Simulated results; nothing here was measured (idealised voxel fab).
Process module in this document: voxel transistor to metal
It is cross-section cut that appears here, measuring 280 nm in width, its square cells being 5 nm in size.
When this document writes out a cross-section, it uses a grid of square cells and lists it as bands, beginning at the top and moving down, with a band standing for one or more rows of cells.
Each band's line starts with the height of the band's top and of its bottom, in nm. Then come its materials from left to right, each with its width in nm. One material with "throughout" fills the band from edge to edge. "empty" is empty space.
We count height from 0. Below that, the starting wafer is all one material. The lowest band never ends at the bottom but goes on down; see "0 down" for how that is written.
Width spec "30->40" -> top row of cells at first value, bottom row at second value, equal per-row change in between.
Key: "everything unchanged" - step with no changed cell in the cross-section.
You'll see "Sealed void inventory" listing empty spaces that have no way open to the top, as long as they're 8 cells or more; the notation is width x height at distance, where the distance is from the left edge, and all of it is in nm.
after a step's settings: what the simulator itself notes on the step
A step line may carry the setting "overlay nm", which, for steps involving a mask, states the distance by which the mask lay to the right of its intended position; negative values denote displacement to the left.

## Process steps - plan
- 1: RECEIVE,material Si
- 2: OXIDIZE,depth nm 5
- 3: CONFORMAL_DEP,material SiN,thk nm 15
- 4: DIRECTIONAL_DEP,material aC,thk nm 10
- 5: PATTERN,tone cover,mask id ACTIVE,material resist,width nm 100,pitch nm 125,thk nm 30,overlay nm 0
- 6: DIRECTIONAL_ETCH,etch materials aC,depth nm 10
- 7: STRIP,etch materials resist
- 8: DIRECTIONAL_ETCH,etch materials SiN,depth nm 15
- 9: DIRECTIONAL_ETCH,etch materials SiO2,depth nm 5
- 10: DIRECTIONAL_ETCH,etch materials Si,depth nm 35
- 11: STRIP,etch materials aC
- 12: OXIDIZE,depth nm 5
- 13: FILL_DEP,material SiO2,thk nm 5
- 14: CMP,height nm 15
- 15: SELECTIVE_ETCH,etch materials SiO2,depth nm 15
- 16: STRIP,etch materials SiN
- 17: SELECTIVE_ETCH,etch materials SiO2,depth nm 5
- 18: OXIDIZE,depth nm 5
- 19: DIRECTIONAL_DEP,material polySi,thk nm 20
- 20: DIRECTIONAL_DEP,material SiCN,thk nm 15
- 21: DIRECTIONAL_DEP,material aC,thk nm 10
- 22: PATTERN,tone cover,mask id GATE,material resist,width nm 20,pitch nm 125,thk nm 30,overlay nm 0
- 23: DIRECTIONAL_ETCH,etch materials aC,depth nm 10
- 24: STRIP,etch materials resist
- 25: DIRECTIONAL_ETCH,etch materials SiCN,depth nm 25
- 26: DIRECTIONAL_ETCH,etch materials polySi,depth nm 30
- 27: STRIP,etch materials aC
- 28: CONFORMAL_DEP,material SiO2,thk nm 5
- 29: DIRECTIONAL_ETCH,etch materials SiO2,depth nm 5
- 30: CONFORMAL_DEP,material SiN,thk nm 10
- 31: DIRECTIONAL_ETCH,etch materials SiN,depth nm 10
- 32: DIRECTIONAL_ETCH,etch materials SiO2,depth nm 5
- 33: DIRECTIONAL_ETCH,etch materials Si,depth nm 5
- 34: EPI,material SiGe,thk nm 10
- 35: FILL_DEP,material SiO2,thk nm 10
- 36: CMP,height nm 30
- 37: DIRECTIONAL_DEP,material SiO2,thk nm 15
- 38: DIRECTIONAL_DEP,material aC,thk nm 15
- 39: PATTERN,tone open,mask id CONTACT,material resist,width nm 25,thk nm 35,overlay nm 0
- 40: DIRECTIONAL_ETCH,etch materials aC,depth nm 15
- 41: STRIP,etch materials resist
- 42: DIRECTIONAL_ETCH,etch materials SiO2,depth nm 50
- 43: STRIP,etch materials aC
- 44: CONFORMAL_DEP,material TiN,thk nm 5
- 45: FILL_DEP,material Ru,thk nm 10
- 46: CMP,height nm 45
- 47: DIRECTIONAL_DEP,material TiN,thk nm 5
- 48: DIRECTIONAL_DEP,material Ru,thk nm 15
- 49: DIRECTIONAL_DEP,material aC,thk nm 10
- 50: PATTERN,tone cover,mask id METAL_1,material resist,width nm 15,thk nm 25,overlay nm 0
- 51: DIRECTIONAL_ETCH,etch materials aC,depth nm 10
- 52: STRIP,etch materials resist
- 53: DIRECTIONAL_ETCH,etch materials Ru,depth nm 15
- 54: DIRECTIONAL_ETCH,etch materials TiN,depth nm 5
- 55: STRIP,etch materials aC
- 56: CONFORMAL_DEP,material SiCN,thk nm 5
- 57: FILL_DEP,material lowk,thk nm 10
- 58: CMP,height nm 65
- 59: CONFORMAL_DEP,material SiN,thk nm 5

## Cross-section of the wafer as it came to us, i.e., already through step 1
0 down = Si throughout
Sealed void inventory: none

## Post-module cross-section: identical start and plan to those above, one misstep in execution
85 to 80 = SiN throughout
80 to 70 = lowk throughout
70 to 65 = lowk (30)  SiCN (25)  lowk (40)  SiCN (25)  lowk (35)  SiCN (25)  lowk (40)  SiCN (25)  lowk (35)
65 to 50 = lowk (30)  SiCN (5)  Ru (15)  SiCN (5)  lowk (40)  SiCN (5)  Ru (15)  SiCN (5)  lowk (35)  SiCN (5)  Ru (15)  SiCN (5)  lowk (40)  SiCN (5)  Ru (15)  SiCN (5)  lowk (35)
50 to 45 = SiCN (35)  TiN (15)  SiCN (50)  TiN (15)  SiCN (45)  TiN (15)  SiCN (50)  TiN (15)  SiCN (40)
45 to 35 = SiO2 (35)  TiN (5)  Ru (15)  TiN (5)  SiO2 (30)  TiN (5)  Ru (15)  TiN (5)  SiO2 (45)  TiN (5)  Ru (15)  TiN (5)  SiO2 (30)  TiN (5)  Ru (15)  TiN (5)  SiO2 (40)
35 to 30 = SiO2 (35)  TiN (5)  Ru (5)  TiN (15)  SiO2 (30)  TiN (15)  Ru (5)  TiN (5)  SiO2 (45)  TiN (5)  Ru (5)  TiN (15)  SiO2 (30)  TiN (15)  Ru (5)  TiN (5)  SiO2 (40)
30 to 15 = SiO2 (35)  TiN (5)  Ru (5)  TiN (5)  SiN (10)  SiO2 (5)  SiCN (20)  SiO2 (5)  SiN (10)  TiN (5)  Ru (5)  TiN (5)  SiO2 (45)  TiN (5)  Ru (5)  TiN (5)  SiN (10)  SiO2 (5)  SiCN (20)  SiO2 (5)  SiN (10)  TiN (5)  Ru (5)  TiN (5)  SiO2 (40)
15 to 5 = SiO2 (35)  TiN (5)  Ru (5)  TiN (5)  SiN (10)  SiO2 (5)  polySi (20)  SiO2 (5)  SiN (10)  TiN (5)  Ru (5)  TiN (5)  SiO2 (45)  TiN (5)  Ru (5)  TiN (5)  SiN (10)  SiO2 (5)  polySi (20)  SiO2 (5)  SiN (10)  TiN (5)  Ru (5)  TiN (5)  SiO2 (40)
5 to 0 = SiO2 (35)  TiN (15)  SiN (10)  SiO2 (5)  polySi (20)  SiO2 (5)  SiN (10)  TiN (15)  SiO2 (45)  TiN (15)  SiN (10)  SiO2 (5)  polySi (20)  SiO2 (5)  SiN (10)  TiN (15)  SiO2 (40)
0 to -5 = SiO2 (35)  TiN (5)  SiGe (10)  SiN (10)  SiO2 (5)  polySi (20)  SiO2 (5)  SiN (10)  SiGe (10)  TiN (5)  SiO2 (45)  TiN (5)  SiGe (10)  SiN (10)  SiO2 (5)  polySi (20)  SiO2 (5)  SiN (10)  SiGe (10)  TiN (5)  SiO2 (40)
-5 to -10 = SiO2 (25)  SiGe (25)  SiO2 (50)  SiGe (25)  SiO2 (25)  SiGe (25)  SiO2 (50)  SiGe (25)  SiO2 (30)
-10 to -15 = SiO2 (30)  SiGe (20)  Si (50)  SiGe (20)  SiO2 (35)  SiGe (20)  Si (50)  SiGe (20)  SiO2 (35)
-15 to -45 = SiO2 (30)  Si (90)  SiO2 (35)  Si (90)  SiO2 (35)
-45 down = Si throughout
Sealed void inventory: none
Where did the run depart from the plan? step 58 of the plan: omitted, not performed
